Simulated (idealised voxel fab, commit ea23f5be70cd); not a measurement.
Herein follows the process module entitled voxel transistor to metal.
Square cells of 5 nm make up the cross-section cut, whose width is 285 nm.
We lay out every cross-section as a grid of square cells and spell it out in bands from the top down, where one band means one or more rows of cells. Top, bottom (nm), then materials left to right with widths (nm); lone material tagged "edge to edge" fills the whole band edge to edge; "empty" = empty space. Counting heights begins at 0, where everything beneath is, in the wafer as received, one material. The lowest band has no bottom; it goes on downwards, as "0 down" shows. The width entry "30 to 40" should be interpreted row by row: the top row of cells in the band takes the first number, the bottom row takes the second number, and the change between adjacent rows is uniform throughout. Where the words "everything unchanged" appear for a step, the cross-section shows no cell changed by that step; every cell remained as before. Closed empty spaces (no open way to the top) of 8 cells or more are what "Closed internal cavities" lists, each as width x height at distance from the left edge, nm for all three. Heads up: the bit after the settings on a step's line is the simulator's remark on that step. The setting "overlay nm" may be written on the line of a step. When the step uses a mask, the value reports how far to the right of the planned place the mask lay, and a negative value reports that it lay to the left.

HERE'S WHAT THE PLANNED PROCESS STEPS LOOK LIKE
step 1: op RECEIVE | material Si
step 2: op OXIDIZE | depth nm 5
step 3: op CONFORMAL_DEP | material SiN | thk nm 10
step 4: op DIRECTIONAL_DEP | material aC | thk nm 10
step 5: op PATTERN | tone cover | mask id ACTIVE | material resist | width nm 95 | pitch nm 115 | thk nm 30 | overlay nm 0
step 6: op DIRECTIONAL_ETCH | etch materials aC | depth nm 10
step 7: op STRIP | etch materials resist
step 8: op DIRECTIONAL_ETCH | etch materials SiN | depth nm 10
step 9: op DIRECTIONAL_ETCH | etch materials SiO2 | depth nm 5
step 10: op DIRECTIONAL_ETCH | etch materials Si | depth nm 30
step 11: op STRIP | etch materials aC
step 12: op FILL_DEP | material SiO2 | thk nm 10
step 13: op CMP | height nm 10
step 14: op SELECTIVE_ETCH | etch materials SiO2 | depth nm 10
step 15: op STRIP | etch materials SiN
step 16: op SELECTIVE_ETCH | etch materials SiO2 | depth nm 5
step 17: op OXIDIZE | depth nm 5
step 18: op DIRECTIONAL_DEP | material polySi | thk nm 25
step 19: op DIRECTIONAL_DEP | material SiCN | thk nm 10
step 20: op DIRECTIONAL_DEP | material aC | thk nm 15
step 21: op PATTERN | tone cover | mask id GATE | material resist | width nm 15 | pitch nm 115 | thk nm 30 | overlay nm 0
step 22: op DIRECTIONAL_ETCH | etch materials aC | depth nm 15
step 23: op STRIP | etch materials resist
step 24: op DIRECTIONAL_ETCH | etch materials SiCN | depth nm 20
step 25: op DIRECTIONAL_ETCH | etch materials polySi | depth nm 35
step 26: op STRIP | etch materials aC
step 27: op CONFORMAL_DEP | material SiO2 | thk nm 5
step 28: op DIRECTIONAL_ETCH | etch materials SiO2 | depth nm 5
step 29: op CONFORMAL_DEP | material SiN | thk nm 10
step 30: op DIRECTIONAL_ETCH | etch materials SiN | depth nm 10
step 31: op DIRECTIONAL_ETCH | etch materials SiO2 | depth nm 5
step 32: op EPI | material nSi | thk nm 5
step 33: op FILL_DEP | material SiO2 | thk nm 10
step 34: op CMP | height nm 30
step 35: op DIRECTIONAL_DEP | material SiO2 | thk nm 10
step 36: op DIRECTIONAL_DEP | material aC | thk nm 10
step 37: op PATTERN | tone open | mask id CONTACT | material resist | width nm 25 | thk nm 25 | overlay nm 0
step 38: op DIRECTIONAL_ETCH | etch materials aC | depth nm 10
step 39: op STRIP | etch materials resist
step 40: op DIRECTIONAL_ETCH | etch materials SiO2 | depth nm 45
step 41: op STRIP | etch materials aC
step 42: op CONFORMAL_DEP | material TiN | thk nm 5
step 43: op FILL_DEP | material W | thk nm 10
step 44: op CMP | height nm 40
step 45: op CONFORMAL_DEP | material SiN | thk nm 5
step 46: op DIRECTIONAL_DEP | material lowk | thk nm 25
step 47: op PATTERN | tone open | mask id METAL_1 | material resist | width nm 15 | thk nm 20 | overlay nm 0
step 48: op DIRECTIONAL_ETCH | etch materials lowk | depth nm 25
step 49: op DIRECTIONAL_ETCH | etch materials SiN | depth nm 5
step 50: op STRIP | etch materials resist
step 51: op CONFORMAL_DEP | material TiN | thk nm 5
step 52: op FILL_DEP | material Cu | thk nm 10
step 53: op CMP | height nm 70
step 54: op CONFORMAL_DEP | material SiN | thk nm 5
Same starting wafers, different width nm at step 21. Plan value belongs to the first wafer.

AS RECEIVED, I.E. AFTER STEP 1: CROSS-SECTION THROUGH THE FIRST OF SEVERAL WAFERS
> 0 down = Si edge to edge
> Closed internal cavities: none

ROWS = WAFERS. AT MODULE END, EACH ROW LISTS PER MATERIAL THE CELLS GAINED (+) OR LOST (-) SINCE THE WAFER WAS RECEIVED, THEN THE CLOSED VOIDS
width nm 15; +20 Cu; -209 Si; +12 SiCN; +158 SiN; +419 SiO2; +136 TiN; +40 W; +225 lowk; +24 nSi; +30 polySi; Closed internal cavities: none
width nm 20; +20 Cu; -209 Si; +16 SiCN; +158 SiN; +407 SiO2; +150 TiN; +26 W; +225 lowk; +22 nSi; +40 polySi; Closed internal cavities: none
width nm 25; +20 Cu; -209 Si; +20 SiCN; +158 SiN; +395 SiO2; +164 TiN; +12 W; +225 lowk; +20 nSi; +50 polySi; Closed internal cavities: none
width nm 30; +20 Cu; -209 Si; +24 SiCN; +158 SiN; +397 SiO2; +150 TiN; +12 W; +225 lowk; +18 nSi; +60 polySi; Closed internal cavities: none
